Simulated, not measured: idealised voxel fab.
process module | voxel capacitor over wiring
cross-section cut | 175 nm wide | cells 5 nm
A cross-section is a grid of square cells, given in bands from the top down. A band is one or more rows of cells.
Each band's line starts with the height of the band's top and of its bottom, in nm. Then come its materials from left to right, each with its width in nm. One material with "throughout" fills the band from edge to edge. "air" is empty space.
Height 0 is the level under which the wafer as received is all one material. The lowest band goes on downwards, as in "0 down".
A width such as "30 to 40" changes by the same amount from each row of cells to the next, from the band's top row to its bottom row.
"no change" after a step means that no cell of the cross-section changed.
closed voids: empty space of 8 cells or more with no open way to the top, each as width x height at its distance from the left edge, in nm
after a step's settings: what the simulator itself notes on the step
overlay nm, on a step with a mask: how far to the right of its planned place the mask lay; to the left if negative
plan
1 op RECEIVE | material Si
2 op CONFORMAL_DEP | material SiO2 | thk nm 10
3 op CONFORMAL_DEP | material SiN | thk nm 5
4 op DIRECTIONAL_DEP | material lowk | thk nm 25
5 op MASKED_ETCH | tone open | mask id METAL_1 | width nm 20 | pitch nm 75 | etch materials lowk | depth nm 25 | overlay nm 0
6 op MASKED_ETCH | tone open | mask id METAL_1 | width nm 20 | pitch nm 75 | etch materials SiN | depth nm 5 | overlay nm 0
7 op CONFORMAL_DEP | material TiN | thk nm 5
8 op FILL_DEP | material Cu | thk nm 10
9 op CMP | height nm 40
10 op EPI | material Ru | thk nm 5
11 op FILL_DEP | material SiCN | thk nm 5
12 op DIRECTIONAL_DEP | material lowk | thk nm 20
13 op PATTERN | tone open | mask id PLUG_1 | material resist | width nm 15 | thk nm 15 | overlay nm 0
14 op DIRECTIONAL_ETCH | etch materials lowk | depth nm 20
15 op DIRECTIONAL_ETCH | etch materials SiCN | depth nm 5
16 op STRIP | etch materials resist
17 op CONFORMAL_DEP | material TiN | thk nm 5
18 op FILL_DEP | material Cu | thk nm 10
19 op CMP | height nm 70
20 op DIRECTIONAL_DEP | material TiN | thk nm 10
21 op DIRECTIONAL_DEP | material SiN | thk nm 5
22 op DIRECTIONAL_DEP | material TiN | thk nm 10
23 op DIRECTIONAL_DEP | material aC | thk nm 15
24 op PATTERN | tone cover | mask id UPPER_PLATE | material resist | width nm 60 | thk nm 35 | overlay nm 0
25 op DIRECTIONAL_ETCH | etch materials aC | depth nm 15
26 op STRIP | etch materials resist
27 op DIRECTIONAL_ETCH | etch materials TiN | depth nm 10
28 op DIRECTIONAL_ETCH | etch materials SiN | depth nm 5
29 op STRIP | etch materials aC
30 op DIRECTIONAL_DEP | material aC | thk nm 15
31 op PATTERN | tone cover | mask id LOWER_PLATE | material resist | width nm 70 | thk nm 30 | overlay nm 0
32 op DIRECTIONAL_ETCH | etch materials aC | depth nm 15
33 op STRIP | etch materials resist
34 op DIRECTIONAL_ETCH | etch materials TiN | depth nm 10
35 op STRIP | etch materials aC
36 op FILL_DEP | material SiO2 | thk nm 15
37 op CMP | height nm 105
38 op MASKED_ETCH | tone open | mask id PLUG_2 | width nm 15 | etch materials SiO2 | depth nm 10 | overlay nm 0
39 op CONFORMAL_DEP | material TiN | thk nm 5
40 op FILL_DEP | material Ru | thk nm 5
41 op CMP | height nm 105
42 op CONFORMAL_DEP | material SiCN | thk nm 5
first wafer, as planned
as received, after step 1
  0 down: Si throughout
  closed voids: none
after step 2
  10 to 0: SiO2 throughout
  below 0: unchanged
after step 3
  15 to 10: SiN throughout
  below 10: unchanged
after step 4
  40 to 15: lowk throughout
  below 15: unchanged
after step 5
  40 to 15: lowk 40 | air 20 | lowk 55 | air 20 | lowk 40
  below 15: unchanged
after step 6
  40 to 15: lowk 40 | air 20 | lowk 55 | air 20 | lowk 40
  15 to 10: SiN 40 | air 20 | SiN 55 | air 20 | SiN 40
  below 10: unchanged
after step 7
  45 to 40: TiN 45 | air 10 | TiN 65 | air 10 | TiN 45
  40 to 15: lowk 40 | TiN 5 | air 10 | TiN 5 | lowk 55 | TiN 5 | air 10 | TiN 5 | lowk 40
  15 to 10: SiN 40 | TiN 20 | SiN 55 | TiN 20 | SiN 40
  below 10: unchanged
after step 8
  55 to 45: Cu throughout
  45 to 40: TiN 45 | Cu 10 | TiN 65 | Cu 10 | TiN 45
  40 to 15: lowk 40 | TiN 5 | Cu 10 | TiN 5 | lowk 55 | TiN 5 | Cu 10 | TiN 5 | lowk 40
  below 15: unchanged
after step 9
  40 to 15: lowk 40 | TiN 5 | Cu 10 | TiN 5 | lowk 55 | TiN 5 | Cu 10 | TiN 5 | lowk 40
  below 15: unchanged
after step 10
  45 to 40: air 35 | Ru 30 | air 45 | Ru 30 | air 35
  below 40: unchanged
after step 11
  50 to 45: SiCN throughout
  45 to 40: SiCN 35 | Ru 30 | SiCN 45 | Ru 30 | SiCN 35
  below 40: unchanged
after step 12
  70 to 50: lowk throughout
  below 50: unchanged
after step 13
  85 to 70: resist 45 | air 15 | resist 115
  below 70: unchanged
after step 14
  85 to 70: resist 45 | air 15 | resist 115
  70 to 50: lowk 45 | air 15 | lowk 115
  below 50: unchanged
after step 15
  85 to 70: resist 45 | air 15 | resist 115
  70 to 50: lowk 45 | air 15 | lowk 115
  50 to 45: SiCN 45 | air 15 | SiCN 115
  below 45: unchanged
after step 16
  70 to 50: lowk 45 | air 15 | lowk 115
  below 50: unchanged
after step 17
  75 to 70: TiN 50 | air 5 | TiN 120
  70 to 50: lowk 45 | TiN 5 | air 5 | TiN 5 | lowk 115
  50 to 45: SiCN 45 | TiN 15 | SiCN 115
  below 45: unchanged
after step 18
  85 to 75: Cu throughout
  75 to 70: TiN 50 | Cu 5 | TiN 120
  70 to 50: lowk 45 | TiN 5 | Cu 5 | TiN 5 | lowk 115
  below 50: unchanged
after step 19
  70 to 50: lowk 45 | TiN 5 | Cu 5 | TiN 5 | lowk 115
  below 50: unchanged
after step 20
  80 to 70: TiN throughout
  below 70: unchanged
after step 21
  85 to 80: SiN throughout
  below 80: unchanged
after step 22
  95 to 85: TiN throughout
  below 85: unchanged
after step 23
  110 to 95: aC throughout
  below 95: unchanged
after step 24
  145 to 110: air 45 | resist 60 | air 70
  below 110: unchanged
after step 25
  130 to 110: air 45 | resist 60 | air 70
  110 to 95: air 45 | aC 60 | air 70
  below 95: unchanged
after step 26
  110 to 95: air 45 | aC 60 | air 70
  below 95: unchanged
after step 27
  110 to 95: air 45 | aC 60 | air 70
  95 to 85: air 45 | TiN 60 | air 70
  below 85: unchanged
after step 28
  110 to 95: air 45 | aC 60 | air 70
  95 to 85: air 45 | TiN 60 | air 70
  85 to 80: air 45 | SiN 60 | air 70
  below 80: unchanged
after step 29
  95 to 85: air 45 | TiN 60 | air 70
  below 85: unchanged
after step 30
  110 to 95: air 45 | aC 60 | air 70
  95 to 85: aC 45 | TiN 60 | aC 70
  85 to 80: aC 45 | SiN 60 | aC 70
  below 80: unchanged
after step 31
  140 to 110: air 40 | resist 70 | air 65
  110 to 95: air 40 | resist 5 | aC 60 | resist 5 | air 65
  below 95: unchanged
after step 32
  125 to 110: air 40 | resist 70 | air 65
  110 to 95: air 40 | resist 5 | aC 60 | resist 5 | air 65
  95 to 85: air 40 | aC 5 | TiN 60 | aC 5 | air 65
  85 to 80: air 40 | aC 5 | SiN 60 | aC 5 | air 65
  below 80: unchanged
after step 33
  110 to 95: air 45 | aC 60 | air 70
  below 95: unchanged
after step 34
  110 to 95: air 45 | aC 60 | air 70
  95 to 85: air 40 | aC 5 | TiN 60 | aC 5 | air 65
  85 to 80: air 40 | aC 5 | SiN 60 | aC 5 | air 65
  80 to 70: air 40 | TiN 70 | air 65
  below 70: unchanged
after step 35
  95 to 85: air 45 | TiN 60 | air 70
  85 to 80: air 45 | SiN 60 | air 70
  below 80: unchanged
after step 36
  110 to 95: SiO2 throughout
  95 to 85: SiO2 45 | TiN 60 | SiO2 70
  85 to 80: SiO2 45 | SiN 60 | SiO2 70
  80 to 70: SiO2 40 | TiN 70 | SiO2 65
  below 70: unchanged
after step 37
  105 to 95: SiO2 throughout
  below 95: unchanged
after step 38
  105 to 95: SiO2 55 | air 15 | SiO2 105
  below 95: unchanged
after step 39
  110 to 105: TiN 60 | air 5 | TiN 110
  105 to 100: SiO2 55 | TiN 5 | air 5 | TiN 5 | SiO2 105
  100 to 95: SiO2 55 | TiN 15 | SiO2 105
  below 95: unchanged
after step 40
  115 to 110: Ru throughout
  110 to 105: TiN 60 | Ru 5 | TiN 110
  105 to 100: SiO2 55 | TiN 5 | Ru 5 | TiN 5 | SiO2 105
  below 100: unchanged
after step 41
  105 to 100: SiO2 55 | TiN 5 | Ru 5 | TiN 5 | SiO2 105
  below 100: unchanged
after step 42
  110 to 105: SiCN throughout
  below 105: unchanged
second wafer: like start, like plan, one mistake. Through step 8 it matches the first wafer
when step 9 should have ended
  30 to 15: lowk 40 | TiN 5 | Cu 10 | TiN 5 | lowk 55 | TiN 5 | Cu 10 | TiN 5 | lowk 40
  below 15: unchanged
when step 10 should have ended
  35 to 30: air 35 | Ru 30 | air 45 | Ru 30 | air 35
  below 30: unchanged
when step 11 should have ended
  40 to 35: SiCN throughout
  35 to 30: SiCN 35 | Ru 30 | SiCN 45 | Ru 30 | SiCN 35
  below 30: unchanged
when step 12 should have ended
  60 to 40: lowk throughout
  below 40: unchanged
when step 13 should have ended
  75 to 60: resist 45 | air 15 | resist 115
  below 60: unchanged
when step 14 should have ended
  75 to 60: resist 45 | air 15 | resist 115
  60 to 40: lowk 45 | air 15 | lowk 115
  below 40: unchanged
when step 15 should have ended
  75 to 60: resist 45 | air 15 | resist 115
  60 to 40: lowk 45 | air 15 | lowk 115
  40 to 35: SiCN 45 | air 15 | SiCN 115
  below 35: unchanged
when step 16 should have ended
  60 to 40: lowk 45 | air 15 | lowk 115
  below 40: unchanged
when step 17 should have ended
  65 to 60: TiN 50 | air 5 | TiN 120
  60 to 40: lowk 45 | TiN 5 | air 5 | TiN 5 | lowk 115
  40 to 35: SiCN 45 | TiN 15 | SiCN 115
  below 35: unchanged
when step 18 should have ended
  75 to 65: Cu throughout
  65 to 60: TiN 50 | Cu 5 | TiN 120
  60 to 40: lowk 45 | TiN 5 | Cu 5 | TiN 5 | lowk 115
  below 40: unchanged
when step 19 should have ended
  70 to 65: Cu throughout
  below 65: unchanged
when step 20 should have ended
  80 to 70: TiN throughout
  below 70: unchanged
when step 21 should have ended
  85 to 80: SiN throughout
  below 80: unchanged
when step 22 should have ended
  95 to 85: TiN throughout
  below 85: unchanged
when step 23 should have ended
  110 to 95: aC throughout
  below 95: unchanged
when step 24 should have ended
  145 to 110: air 45 | resist 60 | air 70
  below 110: unchanged
when step 25 should have ended
  130 to 110: air 45 | resist 60 | air 70
  110 to 95: air 45 | aC 60 | air 70
  below 95: unchanged
when step 26 should have ended
  110 to 95: air 45 | aC 60 | air 70
  below 95: unchanged
when step 27 should have ended
  110 to 95: air 45 | aC 60 | air 70
  95 to 85: air 45 | TiN 60 | air 70
  below 85: unchanged
when step 28 should have ended
  110 to 95: air 45 | aC 60 | air 70
  95 to 85: air 45 | TiN 60 | air 70
  85 to 80: air 45 | SiN 60 | air 70
  below 80: unchanged
when step 29 should have ended
  95 to 85: air 45 | TiN 60 | air 70
  below 85: unchanged
when step 30 should have ended
  110 to 95: air 45 | aC 60 | air 70
  95 to 85: aC 45 | TiN 60 | aC 70
  85 to 80: aC 45 | SiN 60 | aC 70
  below 80: unchanged
when step 31 should have ended
  140 to 110: air 40 | resist 70 | air 65
  110 to 95: air 40 | resist 5 | aC 60 | resist 5 | air 65
  below 95: unchanged
when step 32 should have ended
  125 to 110: air 40 | resist 70 | air 65
  110 to 95: air 40 | resist 5 | aC 60 | resist 5 | air 65
  95 to 85: air 40 | aC 5 | TiN 60 | aC 5 | air 65
  85 to 80: air 40 | aC 5 | SiN 60 | aC 5 | air 65
  below 80: unchanged
when step 33 should have ended
  110 to 95: air 45 | aC 60 | air 70
  below 95: unchanged
when step 34 should have ended
  110 to 95: air 45 | aC 60 | air 70
  95 to 85: air 40 | aC 5 | TiN 60 | aC 5 | air 65
  85 to 80: air 40 | aC 5 | SiN 60 | aC 5 | air 65
  80 to 70: air 40 | TiN 70 | air 65
  below 70: unchanged
when step 35 should have ended
  95 to 85: air 45 | TiN 60 | air 70
  85 to 80: air 45 | SiN 60 | air 70
  below 80: unchanged
when step 36 should have ended
  110 to 95: SiO2 throughout
  95 to 85: SiO2 45 | TiN 60 | SiO2 70
  85 to 80: SiO2 45 | SiN 60 | SiO2 70
  80 to 70: SiO2 40 | TiN 70 | SiO2 65
  below 70: unchanged
when step 37 should have ended
  105 to 95: SiO2 throughout
  below 95: unchanged
when step 38 should have ended
  105 to 95: SiO2 55 | air 15 | SiO2 105
  below 95: unchanged
when step 39 should have ended
  110 to 105: TiN 60 | air 5 | TiN 110
  105 to 100: SiO2 55 | TiN 5 | air 5 | TiN 5 | SiO2 105
  100 to 95: SiO2 55 | TiN 15 | SiO2 105
  below 95: unchanged
when step 40 should have ended
  115 to 110: Ru throughout
  110 to 105: TiN 60 | Ru 5 | TiN 110
  105 to 100: SiO2 55 | TiN 5 | Ru 5 | TiN 5 | SiO2 105
  below 100: unchanged
when step 41 should have ended
  105 to 100: SiO2 55 | TiN 5 | Ru 5 | TiN 5 | SiO2 105
  below 100: unchanged
when step 42 should have ended
  110 to 105: SiCN throughout
  below 105: unchanged
what went wrong: step 9 ran as: op CMP | height nm 30
at the end the second wafer has, in cells: 28 more of Cu | 26 more of TiN | 54 fewer of lowk
